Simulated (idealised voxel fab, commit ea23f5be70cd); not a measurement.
This section sets out a process module, namely voxel capacitor over wiring.
Each square cell in cross-section cut measures 5 nm, and the section as a whole is 220 nm wide.
Cross-section = grid of square cells, listed top down in bands; band = one or more rows. A band entry consists of two parts. The first gives the height of the band's top and the height of its bottom, in nm. The rest lists the band's materials from left to right, each with its width in nm. A single material labelled with the word "everywhere" fills the band from edge to edge, and the word "empty" marks empty space. All heights in this document are referenced to 0, defined as the level beneath which the wafer, as received, consists entirely of one material. The lowest band is not bounded below; it extends indefinitely downward and is written in the form "0 down". Think of "30->40" as a width that walks from the first number to the second as you go down the band, top row to bottom row, taking equal-sized steps from row to row. "no modifications" after a step means that no cell of the cross-section changed. "Cavities, sealed" lists enclosed empty spaces (at least 8 cells, no open path upward to the top), each as width x height at distance from the left edge, in nm. Text after the settings on a step's line: the simulator's own remark on that step. A step's line can hold "overlay nm"; with a mask on that step, the setting says how far right of the planned place the mask lay, while a negative setting says it lay to the left. If you're wondering how to read the rest of this, here's the deal. It's pairs of cross-sections: one from before a process step, one from after it. The after one is only drawn as far down as the lowest band that changed. Right under each pair you'll see which step sits between them and what its settings were. Don't read the pairs as one continuous story, though. They can come from different runs of this module on the same starting wafer, and a pair only carries on from the one above it where its entry headed "Pre-process state" says so.
# Pre-process state
	0 down: Si everywhere
	Cavities, sealed: none
# Step Result
	10 to 0: SiO2 everywhere
	At heights below 0, the structure remains unaltered.
	Cavities, sealed: none
Going from the before section above to the after section, the step was CONFORMAL_DEP [material SiO2] [thk nm 10]
Pre-process state: This step starts from the configuration shown after the step in the pair immediately above.
# Step Result
	15 to 10: SiCN everywhere
	At heights below 10, the structure remains unaltered.
	Cavities, sealed: none
Going from the before section above to the after section, the step was CONFORMAL_DEP [material SiCN] [thk nm 5]
Pre-process state: This step starts from the configuration shown after the step in the pair immediately above.
# Step Result
	30 to 15: lowk everywhere
	At heights below 15, the structure remains unaltered.
	Cavities, sealed: none
Going from the before section above to the after section, the step was DIRECTIONAL_DEP [material lowk] [thk nm 15]
Pre-process state: This step starts from the configuration shown after the step in the pair immediately above.
# Step Result
	45 to 30: resist 50 nm; empty 30 nm; resist 55 nm; empty 30 nm; resist 55 nm
	At heights below 30, the structure remains unaltered.
	Cavities, sealed: none
Going from the before section above to the after section, the step was PATTERN [tone open] [mask id METAL_1] [material resist] [width nm 30] [pitch nm 85] [thk nm 15] [overlay nm 0]
Pre-process state: This step starts from the configuration shown after the step in the pair immediately above.
# Step Result
	45 to 30: resist 50 nm; empty 30 nm; resist 55 nm; empty 30 nm; resist 55 nm
	30 to 15: lowk 50 nm; empty 30 nm; lowk 55 nm; empty 30 nm; lowk 55 nm
	At heights below 15, the structure remains unaltered.
	Cavities, sealed: none
Going from the before section above to the after section, the step was DIRECTIONAL_ETCH [etch materials lowk] [depth nm 15]
Pre-process state: This step starts from the configuration shown after the step in the pair immediately above.
# Step Result
	45 to 30: resist 50 nm; empty 30 nm; resist 55 nm; empty 30 nm; resist 55 nm
	30 to 15: lowk 50 nm; empty 30 nm; lowk 55 nm; empty 30 nm; lowk 55 nm
	15 to 10: SiCN 50 nm; empty 30 nm; SiCN 55 nm; empty 30 nm; SiCN 55 nm
	At heights below 10, the structure remains unaltered.
	Cavities, sealed: none
Going from the before section above to the after section, the step was DIRECTIONAL_ETCH [etch materials SiCN] [depth nm 5]
Pre-process state: This step starts from the configuration shown after the step in the pair immediately above.
# Step Result
	30 to 15: lowk 50 nm; empty 30 nm; lowk 55 nm; empty 30 nm; lowk 55 nm
	At heights below 15, the structure remains unaltered.
	Cavities, sealed: none
Going from the before section above to the after section, the step was STRIP [etch materials resist]
Pre-process state: This step starts from the configuration shown after the step in the pair immediately above.
# Step Result
	35 to 30: TiN 55 nm; empty 20 nm; TiN 65 nm; empty 20 nm; TiN 60 nm
	30 to 15: lowk 50 nm; TiN 5 nm; empty 20 nm; TiN 5 nm; lowk 55 nm; TiN 5 nm; empty 20 nm; TiN 5 nm; lowk 55 nm
	15 to 10: SiCN 50 nm; TiN 30 nm; SiCN 55 nm; TiN 30 nm; SiCN 55 nm
	At heights below 10, the structure remains unaltered.
	Cavities, sealed: none
Going from the before section above to the after section, the step was CONFORMAL_DEP [material TiN] [thk nm 5]
Pre-process state: This step starts from the configuration shown after the step in the pair immediately above.
# Step Result
	45 to 35: W everywhere
	35 to 30: TiN 55 nm; W 20 nm; TiN 65 nm; W 20 nm; TiN 60 nm
	30 to 15: lowk 50 nm; TiN 5 nm; W 20 nm; TiN 5 nm; lowk 55 nm; TiN 5 nm; W 20 nm; TiN 5 nm; lowk 55 nm
	At heights below 15, the structure remains unaltered.
	Cavities, sealed: none
Going from the before section above to the after section, the step was FILL_DEP [material W] [thk nm 10]
Pre-process state: This step starts from the configuration shown after the step in the pair immediately above.
# Step Result
	30 to 15: lowk 50 nm; TiN 5 nm; W 20 nm; TiN 5 nm; lowk 55 nm; TiN 5 nm; W 20 nm; TiN 5 nm; lowk 55 nm
	At heights below 15, the structure remains unaltered.
	Cavities, sealed: none
Going from the before section above to the after section, the step was CMP [height nm 30]
Pre-process state: This step starts from the configuration shown after the step in the pair immediately above.
# Step Result
	35 to 30: SiCN everywhere
	At heights below 30, the structure remains unaltered.
	Cavities, sealed: none
Going from the before section above to the after section, the step was CONFORMAL_DEP [material SiCN] [thk nm 5]
Pre-process state: This step starts from the configuration shown after the step in the pair immediately above.
# Step Result
	45 to 35: lowk everywhere
	At heights below 35, the structure remains unaltered.
	Cavities, sealed: none
Going from the before section above to the after section, the step was DIRECTIONAL_DEP [material lowk] [thk nm 10]
Pre-process state: This step starts from the configuration shown after the step in the pair immediately above.
# Step Result
	60 to 45: aC everywhere
	At heights below 45, the structure remains unaltered.
	Cavities, sealed: none
Going from the before section above to the after section, the step was DIRECTIONAL_DEP [material aC] [thk nm 15]
Pre-process state: This step starts from the configuration shown after the step in the pair immediately above.
# Step Result
	90 to 60: resist 65 nm; empty 15 nm; resist 140 nm
	At heights below 60, the structure remains unaltered.
	Cavities, sealed: none
Going from the before section above to the after section, the step was PATTERN [tone open] [mask id PLUG_1] [material resist] [width nm 15] [thk nm 30] [overlay nm 0]
Pre-process state: This step starts from the configuration shown after the step in the pair immediately above.
# Step Result
	75 to 60: resist 65 nm; empty 15 nm; resist 140 nm
	60 to 45: aC 65 nm; empty 15 nm; aC 140 nm
	At heights below 45, the structure remains unaltered.
	Cavities, sealed: none
Going from the before section above to the after section, the step was DIRECTIONAL_ETCH [etch materials aC] [depth nm 15]
Pre-process state: This step starts from the configuration shown after the step in the pair immediately above.
# Step Result
	60 to 45: aC 65 nm; empty 15 nm; aC 140 nm
	At heights below 45, the structure remains unaltered.
	Cavities, sealed: none
Going from the before section above to the after section, the step was STRIP [etch materials resist]
Pre-process state: This step starts from the configuration shown after the step in the pair immediately above.
# Step Result
	60 to 45: aC 65 nm; empty 15 nm; aC 140 nm
	45 to 35: lowk 65 nm; empty 15 nm; lowk 140 nm
	At heights below 35, the structure remains unaltered.
	Cavities, sealed: none
Going from the before section above to the after section, the step was DIRECTIONAL_ETCH [etch materials lowk] [depth nm 10]
Pre-process state: This step starts from the configuration shown after the step in the pair immediately above.
# Step Result
	60 to 45: aC 65 nm; empty 15 nm; aC 140 nm
	45 to 35: lowk 65 nm; empty 15 nm; lowk 140 nm
	35 to 30: SiCN 65 nm; empty 15 nm; SiCN 140 nm
	At heights below 30, the structure remains unaltered.
	Cavities, sealed: none
Going from the before section above to the after section, the step was DIRECTIONAL_ETCH [etch materials SiCN] [depth nm 5]
Pre-process state: This step starts from the configuration shown after the step in the pair immediately above.
# Step Result
	45 to 35: lowk 65 nm; empty 15 nm; lowk 140 nm
	At heights below 35, the structure remains unaltered.
	Cavities, sealed: none
Going from the before section above to the after section, the step was STRIP [etch materials aC]
Pre-process state: This step starts from the configuration shown after the step in the pair immediately above.
# Step Result
	45 to 40: lowk 65 nm; empty 15 nm; lowk 140 nm
	40 to 35: lowk 65 nm; Ru 15 nm; lowk 140 nm
	35 to 30: SiCN 65 nm; Ru 15 nm; SiCN 140 nm
	At heights below 30, the structure remains unaltered.
	Cavities, sealed: none
Going from the before section above to the after section, the step was EPI [material Ru] [thk nm 10]
Pre-process state: This step starts from the configuration shown after the step in the pair immediately above.
# Step Result
	45 to 35: lowk 65 nm; Ru 15 nm; lowk 140 nm
	At heights below 35, the structure remains unaltered.
	Cavities, sealed: none
Going from the before section above to the after section, the step was EPI [material Ru] [thk nm 5]
Pre-process state: This step starts from the configuration shown after the step in the pair immediately above.
# Step Result
	50 to 45: TiN everywhere
	At heights below 45, the structure remains unaltered.
	Cavities, sealed: none
Going from the before section above to the after section, the step was DIRECTIONAL_DEP [material TiN] [thk nm 5]
Pre-process state: This step starts from the configuration shown after the step in the pair immediately above.
# Step Result
	55 to 50: Al2O3 everywhere
	At heights below 50, the structure remains unaltered.
	Cavities, sealed: none
Going from the before section above to the after section, the step was DIRECTIONAL_DEP [material Al2O3] [thk nm 5]
Pre-process state: This step starts from the configuration shown after the step in the pair immediately above.
# Step Result
	60 to 55: TiN everywhere
	At heights below 55, the structure remains unaltered.
	Cavities, sealed: none
Going from the before section above to the after section, the step was DIRECTIONAL_DEP [material TiN] [thk nm 5]
Pre-process state: This step starts from the configuration shown after the step in the pair immediately above.
# Step Result
	80 to 60: empty 65 nm; resist 60 nm; empty 95 nm
	At heights below 60, the structure remains unaltered.
	Cavities, sealed: none
Going from the before section above to the after section, the step was PATTERN [tone cover] [mask id UPPER_PLATE] [material resist] [width nm 60] [thk nm 20] [overlay nm 0]
Pre-process state: This step starts from the configuration shown after the step in the pair immediately above.
# Step Result
	80 to 60: empty 65 nm; resist 60 nm; empty 95 nm
	60 to 55: empty 65 nm; TiN 60 nm; empty 95 nm
	At heights below 55, the structure remains unaltered.
	Cavities, sealed: none
Going from the before section above to the after section, the step was DIRECTIONAL_ETCH [etch materials TiN] [depth nm 5]
Pre-process state: This step starts from the configuration shown after the step in the pair immediately above.
# Step Result
	80 to 60: empty 65 nm; resist 60 nm; empty 95 nm
	60 to 55: empty 65 nm; TiN 60 nm; empty 95 nm
	55 to 50: empty 65 nm; Al2O3 60 nm; empty 95 nm
	At heights below 50, the structure remains unaltered.
	Cavities, sealed: none
Going from the before section above to the after section, the step was DIRECTIONAL_ETCH [etch materials Al2O3] [depth nm 5]
Pre-process state: This step starts from the configuration shown after the step in the pair immediately above.
# Step Result
	60 to 55: empty 65 nm; TiN 60 nm; empty 95 nm
	At heights below 55, the structure remains unaltered.
	Cavities, sealed: none
Going from the before section above to the after section, the step was STRIP [etch materials resist]
Pre-process state: This step starts from the configuration shown after the step in the pair immediately above.
# Step Result
	75 to 65: empty 65 nm; aC 60 nm; empty 95 nm
	65 to 60: aC everywhere
	60 to 55: aC 65 nm; TiN 60 nm; aC 95 nm
	55 to 50: aC 65 nm; Al2O3 60 nm; aC 95 nm
	At heights below 50, the structure remains unaltered.
	Cavities, sealed: none
Going from the before section above to the after section, the step was DIRECTIONAL_DEP [material aC] [thk nm 15]
Pre-process state: This step starts from the configuration shown after the step in the pair immediately above.
# Step Result
	105 to 75: empty 60 nm; resist 70 nm; empty 90 nm
	75 to 65: empty 60 nm; resist 5 nm; aC 60 nm; resist 5 nm; empty 90 nm
	At heights below 65, the structure remains unaltered.
	Cavities, sealed: none
Going from the before section above to the after section, the step was PATTERN [tone cover] [mask id LOWER_PLATE] [material resist] [width nm 70] [thk nm 30] [overlay nm 0]
Pre-process state: This step starts from the configuration shown after the step in the pair immediately above.
# Step Result
	90 to 75: empty 60 nm; resist 70 nm; empty 90 nm
	75 to 65: empty 60 nm; resist 5 nm; aC 60 nm; resist 5 nm; empty 90 nm
	65 to 60: empty 60 nm; aC 70 nm; empty 90 nm
	60 to 55: empty 60 nm; aC 5 nm; TiN 60 nm; aC 5 nm; empty 90 nm
	55 to 50: empty 60 nm; aC 5 nm; Al2O3 60 nm; aC 5 nm; empty 90 nm
	At heights below 50, the structure remains unaltered.
	Cavities, sealed: none
Going from the before section above to the after section, the step was DIRECTIONAL_ETCH [etch materials aC] [depth nm 15]
Pre-process state: This step starts from the configuration shown after the step in the pair immediately above.
# Step Result
	75 to 65: empty 65 nm; aC 60 nm; empty 95 nm
	At heights below 65, the structure remains unaltered.
	Cavities, sealed: none
Going from the before section above to the after section, the step was STRIP [etch materials resist]
Pre-process state: This step starts from the configuration shown after the step in the pair immediately above.
# Step Result
	75 to 65: empty 65 nm; aC 60 nm; empty 95 nm
	65 to 60: empty 60 nm; aC 70 nm; empty 90 nm
	60 to 55: empty 60 nm; aC 5 nm; TiN 60 nm; aC 5 nm; empty 90 nm
	55 to 50: empty 60 nm; aC 5 nm; Al2O3 60 nm; aC 5 nm; empty 90 nm
	50 to 45: empty 60 nm; TiN 70 nm; empty 90 nm
	At heights below 45, the structure remains unaltered.
	Cavities, sealed: none
Going from the before section above to the after section, the step was DIRECTIONAL_ETCH [etch materials TiN] [depth nm 5]
Pre-process state: This step starts from the configuration shown after the step in the pair immediately above.
# Step Result
	60 to 55: empty 65 nm; TiN 60 nm; empty 95 nm
	55 to 50: empty 65 nm; Al2O3 60 nm; empty 95 nm
	At heights below 50, the structure remains unaltered.
	Cavities, sealed: none
Going from the before section above to the after section, the step was STRIP [etch materials aC]
Pre-process state: This step starts from the configuration shown after the step in the pair immediately above.
# Step Result
	80 to 60: SiO2 everywhere
	60 to 55: SiO2 65 nm; TiN 60 nm; SiO2 95 nm
	55 to 50: SiO2 65 nm; Al2O3 60 nm; SiO2 95 nm
	50 to 45: SiO2 60 nm; TiN 70 nm; SiO2 90 nm
	At heights below 45, the structure remains unaltered.
	Cavities, sealed: none
Going from the before section above to the after section, the step was FILL_DEP [material SiO2] [thk nm 20]
Pre-process state: This step starts from the configuration shown after the step in the pair immediately above.
# Step Result
	75 to 60: SiO2 everywhere
	At heights below 60, the structure remains unaltered.
	Cavities, sealed: none
Going from the before section above to the after section, the step was CMP [height nm 75]
Pre-process state: This step starts from the configuration shown after the step in the pair immediately above.
# Step Result
	90 to 75: resist 75 nm; empty 15 nm; resist 130 nm
	At heights below 75, the structure remains unaltered.
	Cavities, sealed: none
Going from the before section above to the after section, the step was PATTERN [tone open] [mask id PLUG_2] [material resist] [width nm 15] [thk nm 15] [overlay nm 0]
Pre-process state: This step starts from the configuration shown after the step in the pair immediately above.
# Step Result
	90 to 75: resist 75 nm; empty 15 nm; resist 130 nm
	75 to 60: SiO2 75 nm; empty 15 nm; SiO2 130 nm
	At heights below 60, the structure remains unaltered.
	Cavities, sealed: none
Going from the before section above to the after section, the step was DIRECTIONAL_ETCH [etch materials SiO2] [depth nm 15]
Pre-process state: This step starts from the configuration shown after the step in the pair immediately above.
# Step Result
	75 to 60: SiO2 75 nm; empty 15 nm; SiO2 130 nm
	At heights below 60, the structure remains unaltered.
	Cavities, sealed: none
Going from the before section above to the after section, the step was STRIP [etch materials resist]
Pre-process state: This step starts from the configuration shown after the step in the pair immediately above.
# Step Result
	80 to 75: TiN 80 nm; empty 5 nm; TiN 135 nm
	75 to 65: SiO2 75 nm; TiN 5 nm; empty 5 nm; TiN 5 nm; SiO2 130 nm
	65 to 55: SiO2 75->65 nm; TiN 15->60 nm; SiO2 130->95 nm
	At heights below 55, the structure remains unaltered.
	Cavities, sealed: none
Going from the before section above to the after section, the step was CONFORMAL_DEP [material TiN] [thk nm 5]
Pre-process state: This step starts from the configuration shown after the step in the pair immediately above.
# Step Result
	90 to 80: Cu everywhere
	80 to 75: TiN 80 nm; Cu 5 nm; TiN 135 nm
	75 to 65: SiO2 75 nm; TiN 5 nm; Cu 5 nm; TiN 5 nm; SiO2 130 nm
	At heights below 65, the structure remains unaltered.
	Cavities, sealed: none
Going from the before section above to the after section, the step was FILL_DEP [material Cu] [thk nm 10]
Pre-process state: This step starts from the configuration shown after the step in the pair immediately above.
# Step Result
	75 to 65: SiO2 75 nm; TiN 5 nm; Cu 5 nm; TiN 5 nm; SiO2 130 nm
	At heights below 65, the structure remains unaltered.
	Cavities, sealed: none
Going from the before section above to the after section, the step was CMP [height nm 75]
Pre-process state: This step starts from the configuration shown after the step in the pair immediately above.
# Step Result
	80 to 75: SiN everywhere
	At heights below 75, the structure remains unaltered.
	Cavities, sealed: none
Going from the before section above to the after section, the step was CONFORMAL_DEP [material SiN] [thk nm 5]
# Pre-process state
	0 down: Si everywhere
	Cavities, sealed: none
# Step Result
	5 to 0: SiCN everywhere
	At heights below 0, the structure remains unaltered.
	Cavities, sealed: none
Going from the before section above to the after section, the step was CONFORMAL_DEP [material SiCN] [thk nm 5]
Pre-process state: This step starts from the configuration shown after the step in the pair immediately above.
# Step Result
	20 to 5: lowk everywhere
	At heights below 5, the structure remains unaltered.
	Cavities, sealed: none
Going from the before section above to the after section, the step was DIRECTIONAL_DEP [material lowk] [thk nm 15]
Pre-process state: This step starts from the configuration shown after the step in the pair immediately above.
# Step Result
	35 to 20: resist 50 nm; empty 30 nm; resist 55 nm; empty 30 nm; resist 55 nm
	At heights below 20, the structure remains unaltered.
	Cavities, sealed: none
Going from the before section above to the after section, the step was PATTERN [tone open] [mask id METAL_1] [material resist] [width nm 30] [pitch nm 85] [thk nm 15] [overlay nm 0]
Pre-process state: This step starts from the configuration shown after the step in the pair immediately above.
# Step Result
	35 to 20: resist 50 nm; empty 30 nm; resist 55 nm; empty 30 nm; resist 55 nm
	20 to 5: lowk 50 nm; empty 30 nm; lowk 55 nm; empty 30 nm; lowk 55 nm
	At heights below 5, the structure remains unaltered.
	Cavities, sealed: none
Going from the before section above to the after section, the step was DIRECTIONAL_ETCH [etch materials lowk] [depth nm 15]
Pre-process state: This step starts from the configuration shown after the step in the pair immediately above.
# Step Result
	35 to 20: resist 50 nm; empty 30 nm; resist 55 nm; empty 30 nm; resist 55 nm
	20 to 5: lowk 50 nm; empty 30 nm; lowk 55 nm; empty 30 nm; lowk 55 nm
	5 to 0: SiCN 50 nm; empty 30 nm; SiCN 55 nm; empty 30 nm; SiCN 55 nm
	At heights below 0, the structure remains unaltered.
	Cavities, sealed: none
Going from the before section above to the after section, the step was DIRECTIONAL_ETCH [etch materials SiCN] [depth nm 5]
Pre-process state: This step starts from the configuration shown after the step in the pair immediately above.
# Step Result
	20 to 5: lowk 50 nm; empty 30 nm; lowk 55 nm; empty 30 nm; lowk 55 nm
	At heights below 5, the structure remains unaltered.
	Cavities, sealed: none
Going from the before section above to the after section, the step was STRIP [etch materials resist]
Pre-process state: This step starts from the configuration shown after the step in the pair immediately above.
# Step Result
	25 to 20: TiN 55 nm; empty 20 nm; TiN 65 nm; empty 20 nm; TiN 60 nm
	20 to 5: lowk 50 nm; TiN 5 nm; empty 20 nm; TiN 5 nm; lowk 55 nm; TiN 5 nm; empty 20 nm; TiN 5 nm; lowk 55 nm
	5 to 0: SiCN 50 nm; TiN 30 nm; SiCN 55 nm; TiN 30 nm; SiCN 55 nm
	At heights below 0, the structure remains unaltered.
	Cavities, sealed: none
Going from the before section above to the after section, the step was CONFORMAL_DEP [material TiN] [thk nm 5]
Pre-process state: This step starts from the configuration shown after the step in the pair immediately above.
# Step Result
	35 to 25: W everywhere
	25 to 20: TiN 55 nm; W 20 nm; TiN 65 nm; W 20 nm; TiN 60 nm
	20 to 5: lowk 50 nm; TiN 5 nm; W 20 nm; TiN 5 nm; lowk 55 nm; TiN 5 nm; W 20 nm; TiN 5 nm; lowk 55 nm
	At heights below 5, the structure remains unaltered.
	Cavities, sealed: none
Going from the before section above to the after section, the step was FILL_DEP [material W] [thk nm 10]
Pre-process state: This step starts from the configuration shown after the step in the pair immediately above.
# Step Result
	30 to 25: W everywhere
	At heights below 25, the structure remains unaltered.
	Cavities, sealed: none
Going from the before section above to the after section, the step was CMP [height nm 30]
Pre-process state: This step starts from the configuration shown after the step in the pair immediately above.
# Step Result
	35 to 30: SiCN everywhere
	At heights below 30, the structure remains unaltered.
	Cavities, sealed: none
Going from the before section above to the after section, the step was CONFORMAL_DEP [material SiCN] [thk nm 5]
Pre-process state: This step starts from the configuration shown after the step in the pair immediately above.
# Step Result
	45 to 35: lowk everywhere
	At heights below 35, the structure remains unaltered.
	Cavities, sealed: none
Going from the before section above to the after section, the step was DIRECTIONAL_DEP [material lowk] [thk nm 10]
Pre-process state: This step starts from the configuration shown after the step in the pair immediately above.
# Step Result
	60 to 45: aC everywhere
	At heights below 45, the structure remains unaltered.
	Cavities, sealed: none
Going from the before section above to the after section, the step was DIRECTIONAL_DEP [material aC] [thk nm 15]
Pre-process state: This step starts from the configuration shown after the step in the pair immediately above.
# Step Result
	90 to 60: resist 65 nm; empty 15 nm; resist 140 nm
	At heights below 60, the structure remains unaltered.
	Cavities, sealed: none
Going from the before section above to the after section, the step was PATTERN [tone open] [mask id PLUG_1] [material resist] [width nm 15] [thk nm 30] [overlay nm 0]
Pre-process state: This step starts from the configuration shown after the step in the pair immediately above.
# Step Result
	75 to 60: resist 65 nm; empty 15 nm; resist 140 nm
	60 to 45: aC 65 nm; empty 15 nm; aC 140 nm
	At heights below 45, the structure remains unaltered.
	Cavities, sealed: none
Going from the before section above to the after section, the step was DIRECTIONAL_ETCH [etch materials aC] [depth nm 15]
Pre-process state: This step starts from the configuration shown after the step in the pair immediately above.
# Step Result
	60 to 45: aC 65 nm; empty 15 nm; aC 140 nm
	At heights below 45, the structure remains unaltered.
	Cavities, sealed: none
Going from the before section above to the after section, the step was STRIP [etch materials resist]
Pre-process state: This step starts from the configuration shown after the step in the pair immediately above.
# Step Result
	60 to 45: aC 65 nm; empty 15 nm; aC 140 nm
	45 to 35: lowk 65 nm; empty 15 nm; lowk 140 nm
	At heights below 35, the structure remains unaltered.
	Cavities, sealed: none
Going from the before section above to the after section, the step was DIRECTIONAL_ETCH [etch materials lowk] [depth nm 10]
Pre-process state: This step starts from the configuration shown after the step in the pair immediately above.
# Step Result
	60 to 45: aC 65 nm; empty 15 nm; aC 140 nm
	45 to 35: lowk 65 nm; empty 15 nm; lowk 140 nm
	35 to 30: SiCN 65 nm; empty 15 nm; SiCN 140 nm
	At heights below 30, the structure remains unaltered.
	Cavities, sealed: none
Going from the before section above to the after section, the step was DIRECTIONAL_ETCH [etch materials SiCN] [depth nm 5]
Pre-process state: This step starts from the configuration shown after the step in the pair immediately above.
# Step Result
	45 to 35: lowk 65 nm; empty 15 nm; lowk 140 nm
	At heights below 35, the structure remains unaltered.
	Cavities, sealed: none
Going from the before section above to the after section, the step was STRIP [etch materials aC]
Pre-process state: This step starts from the configuration shown after the step in the pair immediately above.
# Step Result
	45 to 40: lowk 65 nm; empty 15 nm; lowk 140 nm
	40 to 35: lowk 65 nm; Ru 15 nm; lowk 140 nm
	35 to 30: SiCN 65 nm; Ru 15 nm; SiCN 140 nm
	At heights below 30, the structure remains unaltered.
	Cavities, sealed: none
Going from the before section above to the after section, the step was EPI [material Ru] [thk nm 10]
Pre-process state: This step starts from the configuration shown after the step in the pair immediately above.
# Step Result
	45 to 35: lowk 65 nm; Ru 15 nm; lowk 140 nm
	At heights below 35, the structure remains unaltered.
	Cavities, sealed: none
Going from the before section above to the after section, the step was EPI [material Ru] [thk nm 5]
Pre-process state: This step starts from the configuration shown after the step in the pair immediately above.
# Step Result
	50 to 45: TiN everywhere
	At heights below 45, the structure remains unaltered.
	Cavities, sealed: none
Going from the before section above to the after section, the step was DIRECTIONAL_DEP [material TiN] [thk nm 5]
Pre-process state: This step starts from the configuration shown after the step in the pair immediately above.
# Step Result
	55 to 50: Al2O3 everywhere
	At heights below 50, the structure remains unaltered.
	Cavities, sealed: none
Going from the before section above to the after section, the step was DIRECTIONAL_DEP [material Al2O3] [thk nm 5]
Pre-process state: This step starts from the configuration shown after the step in the pair immediately above.
# Step Result
	60 to 55: TiN everywhere
	At heights below 55, the structure remains unaltered.
	Cavities, sealed: none
Going from the before section above to the after section, the step was DIRECTIONAL_DEP [material TiN] [thk nm 5]
Pre-process state: This step starts from the configuration shown after the step in the pair immediately above.
# Step Result
	80 to 60: empty 65 nm; resist 60 nm; empty 95 nm
	At heights below 60, the structure remains unaltered.
	Cavities, sealed: none
Going from the before section above to the after section, the step was PATTERN [tone cover] [mask id UPPER_PLATE] [material resist] [width nm 60] [thk nm 20] [overlay nm 0]
Pre-process state: This step starts from the configuration shown after the step in the pair immediately above.
# Step Result
	80 to 60: empty 65 nm; resist 60 nm; empty 95 nm
	60 to 55: empty 65 nm; TiN 60 nm; empty 95 nm
	At heights below 55, the structure remains unaltered.
	Cavities, sealed: none
Going from the before section above to the after section, the step was DIRECTIONAL_ETCH [etch materials TiN] [depth nm 5]
Pre-process state: This step starts from the configuration shown after the step in the pair immediately above.
# Step Result
	80 to 60: empty 65 nm; resist 60 nm; empty 95 nm
	60 to 55: empty 65 nm; TiN 60 nm; empty 95 nm
	55 to 50: empty 65 nm; Al2O3 60 nm; empty 95 nm
	At heights below 50, the structure remains unaltered.
	Cavities, sealed: none
Going from the before section above to the after section, the step was DIRECTIONAL_ETCH [etch materials Al2O3] [depth nm 5]
Pre-process state: This step starts from the configuration shown after the step in the pair immediately above.
# Step Result
	60 to 55: empty 65 nm; TiN 60 nm; empty 95 nm
	At heights below 55, the structure remains unaltered.
	Cavities, sealed: none
Going from the before section above to the after section, the step was STRIP [etch materials resist]
Pre-process state: This step starts from the configuration shown after the step in the pair immediately above.
# Step Result
	75 to 65: empty 65 nm; aC 60 nm; empty 95 nm
	65 to 60: aC everywhere
	60 to 55: aC 65 nm; TiN 60 nm; aC 95 nm
	55 to 50: aC 65 nm; Al2O3 60 nm; aC 95 nm
	At heights below 50, the structure remains unaltered.
	Cavities, sealed: none
Going from the before section above to the after section, the step was DIRECTIONAL_DEP [material aC] [thk nm 15]
Pre-process state: This step starts from the configuration shown after the step in the pair immediately above.
# Step Result
	105 to 75: empty 60 nm; resist 70 nm; empty 90 nm
	75 to 65: empty 60 nm; resist 5 nm; aC 60 nm; resist 5 nm; empty 90 nm
	At heights below 65, the structure remains unaltered.
	Cavities, sealed: none
Going from the before section above to the after section, the step was PATTERN [tone cover] [mask id LOWER_PLATE] [material resist] [width nm 70] [thk nm 30] [overlay nm 0]
Pre-process state: This step starts from the configuration shown after the step in the pair immediately above.
# Step Result
	90 to 75: empty 60 nm; resist 70 nm; empty 90 nm
	75 to 65: empty 60 nm; resist 5 nm; aC 60 nm; resist 5 nm; empty 90 nm
	65 to 60: empty 60 nm; aC 70 nm; empty 90 nm
	60 to 55: empty 60 nm; aC 5 nm; TiN 60 nm; aC 5 nm; empty 90 nm
	55 to 50: empty 60 nm; aC 5 nm; Al2O3 60 nm; aC 5 nm; empty 90 nm
	At heights below 50, the structure remains unaltered.
	Cavities, sealed: none
Going from the before section above to the after section, the step was DIRECTIONAL_ETCH [etch materials aC] [depth nm 15]
Pre-process state: This step starts from the configuration shown after the step in the pair immediately above.
# Step Result
	75 to 65: empty 65 nm; aC 60 nm; empty 95 nm
	At heights below 65, the structure remains unaltered.
	Cavities, sealed: none
Going from the before section above to the after section, the step was STRIP [etch materials resist]
Pre-process state: This step starts from the configuration shown after the step in the pair immediately above.
# Step Result
	75 to 65: empty 65 nm; aC 60 nm; empty 95 nm
	65 to 60: empty 60 nm; aC 70 nm; empty 90 nm
	60 to 55: empty 60 nm; aC 5 nm; TiN 60 nm; aC 5 nm; empty 90 nm
	55 to 50: empty 60 nm; aC 5 nm; Al2O3 60 nm; aC 5 nm; empty 90 nm
	50 to 45: empty 60 nm; TiN 70 nm; empty 90 nm
	At heights below 45, the structure remains unaltered.
	Cavities, sealed: none
Going from the before section above to the after section, the step was DIRECTIONAL_ETCH [etch materials TiN] [depth nm 5]
Pre-process state: This step starts from the configuration shown after the step in the pair immediately above.
# Step Result
	60 to 55: empty 65 nm; TiN 60 nm; empty 95 nm
	55 to 50: empty 65 nm; Al2O3 60 nm; empty 95 nm
	At heights below 50, the structure remains unaltered.
	Cavities, sealed: none
Going from the before section above to the after section, the step was STRIP [etch materials aC]
Pre-process state: This step starts from the configuration shown after the step in the pair immediately above.
# Step Result
	80 to 60: SiO2 everywhere
	60 to 55: SiO2 65 nm; TiN 60 nm; SiO2 95 nm
	55 to 50: SiO2 65 nm; Al2O3 60 nm; SiO2 95 nm
	50 to 45: SiO2 60 nm; TiN 70 nm; SiO2 90 nm
	At heights below 45, the structure remains unaltered.
	Cavities, sealed: none
Going from the before section above to the after section, the step was FILL_DEP [material SiO2] [thk nm 20]
Pre-process state: This step starts from the configuration shown after the step in the pair immediately above.
# Step Result
	75 to 60: SiO2 everywhere
	At heights below 60, the structure remains unaltered.
	Cavities, sealed: none
Going from the before section above to the after section, the step was CMP [height nm 75]
Pre-process state: This step starts from the configuration shown after the step in the pair immediately above.
# Step Result
	90 to 75: resist 75 nm; empty 15 nm; resist 130 nm
	At heights below 75, the structure remains unaltered.
	Cavities, sealed: none
Going from the before section above to the after section, the step was PATTERN [tone open] [mask id PLUG_2] [material resist] [width nm 15] [thk nm 15] [overlay nm 0]
Pre-process state: This step starts from the configuration shown after the step in the pair immediately above.
# Step Result
	90 to 75: resist 75 nm; empty 15 nm; resist 130 nm
	75 to 60: SiO2 75 nm; empty 15 nm; SiO2 130 nm
	At heights below 60, the structure remains unaltered.
	Cavities, sealed: none
Going from the before section above to the after section, the step was DIRECTIONAL_ETCH [etch materials SiO2] [depth nm 15]
Pre-process state: This step starts from the configuration shown after the step in the pair immediately above.
# Step Result
	75 to 60: SiO2 75 nm; empty 15 nm; SiO2 130 nm
	At heights below 60, the structure remains unaltered.
	Cavities, sealed: none
Going from the before section above to the after section, the step was STRIP [etch materials resist]
Pre-process state: This step starts from the configuration shown after the step in the pair immediately above.
# Step Result
	80 to 75: TiN 80 nm; empty 5 nm; TiN 135 nm
	75 to 65: SiO2 75 nm; TiN 5 nm; empty 5 nm; TiN 5 nm; SiO2 130 nm
	65 to 55: SiO2 75->65 nm; TiN 15->60 nm; SiO2 130->95 nm
	At heights below 55, the structure remains unaltered.
	Cavities, sealed: none
Going from the before section above to the after section, the step was CONFORMAL_DEP [material TiN] [thk nm 5]
